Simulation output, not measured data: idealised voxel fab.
Process module in this document: voxel transistor to metal
For reference, the cross-section in this document is cut, with width 195 nm and square cells of 5 nm.
A cross-section is a grid of square cells, given in bands from the top down. A band is one or more rows of cells. What a band's entry tells you: where the top is and where the bottom is, as heights in nm, and after that what lies inside, material by material from left to right, each with its width in nm. Empty space is written as the word "blank", and a single material marked with the word "all across" occupies the band from edge to edge. Height reference: 0 = level under which incoming wafer is all one material. Lowest band: no bottom, runs on downward, e.g. "0..down". You'd read "30->40" like this: the band's top row of cells is as wide as the first number, its bottom row is as wide as the second, and going down, every row changes width by the same amount as the row before did. For the purposes of this document, the phrase "nothing got changed" attached to a step denotes that no cell within the cross-section was modified by that step. "Internal closed voids" enumerates empty spaces isolated from the top, with no open way to it, that contain at least 8 cells, giving each as width x height at distance from the left edge, all three in nm. That trailing text on a step's line, after the settings, is the simulator's own remark on the step. Among the settings permitted on a step's line is "overlay nm"; applied to a step with a mask, it specifies the extent to which the mask lay to the right of its planned position, whereas a negative figure signifies a position to the left.
[The following list gives the planned process steps]
- 1: RECEIVE (material Si)
- 2: CONFORMAL_DEP (material SiO2; thk nm 5)
- 3: CONFORMAL_DEP (material SiN; thk nm 15)
- 4: PATTERN (tone cover; mask id ACTIVE; material resist; width nm 115; thk nm 15; overlay nm 0)
- 5: DIRECTIONAL_ETCH (etch materials SiN; depth nm 15)
- 6: DIRECTIONAL_ETCH (etch materials SiO2; depth nm 5)
- 7: DIRECTIONAL_ETCH (etch materials Si; depth nm 35)
- 8: STRIP (etch materials resist)
- 9: OXIDIZE (depth nm 5)
- 10: FILL_DEP (material SiO2; thk nm 5)
- 11: CMP (height nm 20)
- 12: SELECTIVE_ETCH (etch materials SiO2; depth nm 10)
- 13: STRIP (etch materials SiN)
- 14: SELECTIVE_ETCH (etch materials SiO2; depth nm 5)
- 15: OXIDIZE (depth nm 5)
- 16: DIRECTIONAL_DEP (material polySi; thk nm 30)
- 17: DIRECTIONAL_DEP (material SiCN; thk nm 15)
- 18: PATTERN (tone cover; mask id GATE; material resist; width nm 35; thk nm 15; overlay nm 0)
- 19: DIRECTIONAL_ETCH (etch materials SiCN; depth nm 25)
- 20: DIRECTIONAL_ETCH (etch materials polySi; depth nm 40)
- 21: STRIP (etch materials resist)
- 22: CONFORMAL_DEP (material SiN; thk nm 5)
- 23: DIRECTIONAL_ETCH (etch materials SiN; depth nm 5)
- 24: DIRECTIONAL_ETCH (etch materials SiO2; depth nm 5)
- 25: DIRECTIONAL_ETCH (etch materials Si; depth nm 15)
- 26: EPI (material nSi; thk nm 20)
- 27: FILL_DEP (material SiO2; thk nm 5)
- 28: CMP (height nm 30)
- 29: STRIP (etch materials polySi)
- 30: SELECTIVE_ETCH (etch materials SiO2; depth nm 5)
- 31: CONFORMAL_DEP (material HfO2; thk nm 5)
- 32: CONFORMAL_DEP (material TiN; thk nm 5)
- 33: FILL_DEP (material W; thk nm 10)
- 34: CMP (height nm 25)
- 35: DIRECTIONAL_DEP (material SiO2; thk nm 15)
- 36: DIRECTIONAL_DEP (material aC; thk nm 15)
- 37: PATTERN (tone open; mask id CONTACT; material resist; width nm 15; pitch nm 90; thk nm 35; overlay nm 0)
- 38: DIRECTIONAL_ETCH (etch materials aC; depth nm 5)
- 39: STRIP (etch materials resist)
- 40: DIRECTIONAL_ETCH (etch materials SiO2; depth nm 40)
- 41: STRIP (etch materials aC)
- 42: CONFORMAL_DEP (material TiN; thk nm 5)
- 43: FILL_DEP (material W; thk nm 5)
- 44: CMP (height nm 40)
- 45: CONFORMAL_DEP (material SiCN; thk nm 5)
- 46: DIRECTIONAL_DEP (material SiO2; thk nm 20)
- 47: PATTERN (tone open; mask id METAL_1; material resist; width nm 15; pitch nm 90; thk nm 20; overlay nm 0)
- 48: DIRECTIONAL_ETCH (etch materials SiO2; depth nm 20)
- 49: DIRECTIONAL_ETCH (etch materials SiCN; depth nm 5)
- 50: STRIP (etch materials resist)
- 51: CONFORMAL_DEP (material TiN; thk nm 5)
- 52: FILL_DEP (material Cu; thk nm 10)
- 53: CMP (height nm 65)
- 54: EPI (material Ru; thk nm 5)
- 55: FILL_DEP (material SiCN; thk nm 5)
- 56: DIRECTIONAL_DEP (material SiO2; thk nm 25)
- 57: PATTERN (tone open; mask id METAL_2; material resist; width nm 15; pitch nm 90; thk nm 20; overlay nm 0)
- 58: DIRECTIONAL_ETCH (etch materials SiO2; depth nm 15)
- 59: STRIP (etch materials resist)
- 60: MASKED_ETCH (tone open; mask id METAL_2_HOLES; width nm 15; pitch nm 90; etch materials SiO2; depth nm 10; overlay nm 0)
- 61: MASKED_ETCH (tone open; mask id METAL_2_HOLES; width nm 15; pitch nm 90; etch materials SiCN; depth nm 5; overlay nm 0)
- 62: CONFORMAL_DEP (material TiN; thk nm 5)
- 63: FILL_DEP (material Cu; thk nm 10)
- 64: CMP (height nm 100)
- 65: CONFORMAL_DEP (material SiN; thk nm 5)
For clarity, it should be stated that the wafers under discussion commence in an identical condition and differ with respect to the depth nm of step 38, the plan indicating the value that the first wafer had.
[As-received cross-section, first of several wafers, post step 1]
> 0..down  Si all across
> Internal closed voids: none
[first wafer at the end, after step 65]
> 105..100  SiN all across
> 100..75  45 SiO2, then 5 TiN, then 5 Cu, then 5 TiN, then 75 SiO2, then 5 TiN, then 5 Cu, then 5 TiN, then 45 SiO2
> 75..70  45 SiCN, then 15 TiN, then 75 SiCN, then 15 TiN, then 45 SiCN
> 70..65  40 SiCN, then 25 Ru, then 65 SiCN, then 25 Ru, then 40 SiCN
> 65..45  45 SiO2, then 5 TiN, then 5 Cu, then 5 TiN, then 75 SiO2, then 5 TiN, then 5 Cu, then 5 TiN, then 45 SiO2
> 45..40  45 SiCN, then 15 TiN, then 75 SiCN, then 15 TiN, then 45 SiCN
> 40..25  SiO2 all across
> 25..15  75 SiO2, then 5 SiN, then 5 HfO2, then 5 TiN, then 15 W, then 5 TiN, then 5 HfO2, then 5 SiN, then 75 SiO2
> 15..5  55 SiO2, then 20 nSi, then 5 SiN, then 5 HfO2, then 5 TiN, then 15 W, then 5 TiN, then 5 HfO2, then 5 SiN, then 20 nSi, then 55 SiO2
> 5..0  35 SiO2, then 5 SiN, then 15 SiO2, then 20 nSi, then 5 SiN, then 5 HfO2, then 25 TiN, then 5 HfO2, then 5 SiN, then 20 nSi, then 15 SiO2, then 5 SiN, then 35 SiO2
> 0..-5  40 SiO2, then 35 nSi, then 45 HfO2, then 35 nSi, then 40 SiO2
> -5..-20  45 SiO2, then 30 nSi, then 45 Si, then 30 nSi, then 45 SiO2
> -20..-40  45 SiO2, then 105 Si, then 45 SiO2
> -40..down  Si all across
> Internal closed voids: none
[Cross-sectional depiction of the last of several wafers upon completion of the module]
> 105..100  SiN all across
> 100..75  45 SiO2, then 5 TiN, then 5 Cu, then 5 TiN, then 75 SiO2, then 5 TiN, then 5 Cu, then 5 TiN, then 45 SiO2
> 75..70  45 SiCN, then 15 TiN, then 75 SiCN, then 15 TiN, then 45 SiCN
> 70..65  40 SiCN, then 25 Ru, then 65 SiCN, then 25 Ru, then 40 SiCN
> 65..45  45 SiO2, then 5 TiN, then 5 Cu, then 5 TiN, then 75 SiO2, then 5 TiN, then 5 Cu, then 5 TiN, then 45 SiO2
> 45..40  45 SiCN, then 15 TiN, then 75 SiCN, then 15 TiN, then 45 SiCN
> 40..25  45 SiO2, then 5 TiN, then 5 W, then 5 TiN, then 75 SiO2, then 5 TiN, then 5 W, then 5 TiN, then 45 SiO2
> 25..20  45 SiO2, then 5 TiN, then 5 W, then 5 TiN, then 15 SiO2, then 5 SiN, then 5 HfO2, then 5 TiN, then 15 W, then 5 TiN, then 5 HfO2, then 5 SiN, then 15 SiO2, then 5 TiN, then 5 W, then 5 TiN, then 45 SiO2
> 20..15  45 SiO2, then 15 TiN, then 15 SiO2, then 5 SiN, then 5 HfO2, then 5 TiN, then 15 W, then 5 TiN, then 5 HfO2, then 5 SiN, then 15 SiO2, then 15 TiN, then 45 SiO2
> 15..5  45 SiO2, then 10 TiN, then 20 nSi, then 5 SiN, then 5 HfO2, then 5 TiN, then 15 W, then 5 TiN, then 5 HfO2, then 5 SiN, then 20 nSi, then 10 TiN, then 45 SiO2
> 5..0  35 SiO2, then 5 SiN, then 5 SiO2, then 10 TiN, then 20 nSi, then 5 SiN, then 5 HfO2, then 25 TiN, then 5 HfO2, then 5 SiN, then 20 nSi, then 10 TiN, then 5 SiO2, then 5 SiN, then 35 SiO2
> 0..-5  40 SiO2, then 35 nSi, then 45 HfO2, then 35 nSi, then 40 SiO2
> -5..-20  45 SiO2, then 30 nSi, then 45 Si, then 30 nSi, then 45 SiO2
> -20..-40  45 SiO2, then 105 Si, then 45 SiO2
> -40..down  Si all across
> Internal closed voids: none
[wafer rows; end of module; cells per material since receipt: (+) gained, (-) lost; then closed voids]
depth nm 5 | +18 Cu | +19 HfO2 | +10 Ru | -201 Si | +95 SiCN | +51 SiN | +680 SiO2 | +61 TiN | +12 W | +74 nSi | Internal closed voids: none
depth nm 10 | +18 Cu | +19 HfO2 | +10 Ru | -201 Si | +95 SiCN | +51 SiN | +680 SiO2 | +61 TiN | +12 W | +74 nSi | Internal closed voids: none
depth nm 15 | +18 Cu | +19 HfO2 | +10 Ru | -201 Si | +95 SiCN | +51 SiN | +638 SiO2 | +95 TiN | +20 W | +74 nSi | Internal closed voids: none
depth nm 20 | +18 Cu | +19 HfO2 | +10 Ru | -201 Si | +95 SiCN | +51 SiN | +638 SiO2 | +95 TiN | +20 W | +74 nSi | Internal closed voids: none
depth nm 25 | +18 Cu | +19 HfO2 | +10 Ru | -201 Si | +95 SiCN | +51 SiN | +638 SiO2 | +95 TiN | +20 W | +74 nSi | Internal closed voids: none
depth nm 30 | +18 Cu | +19 HfO2 | +10 Ru | -201 Si | +95 SiCN | +51 SiN | +638 SiO2 | +95 TiN | +20 W | +74 nSi | Internal closed voids: none
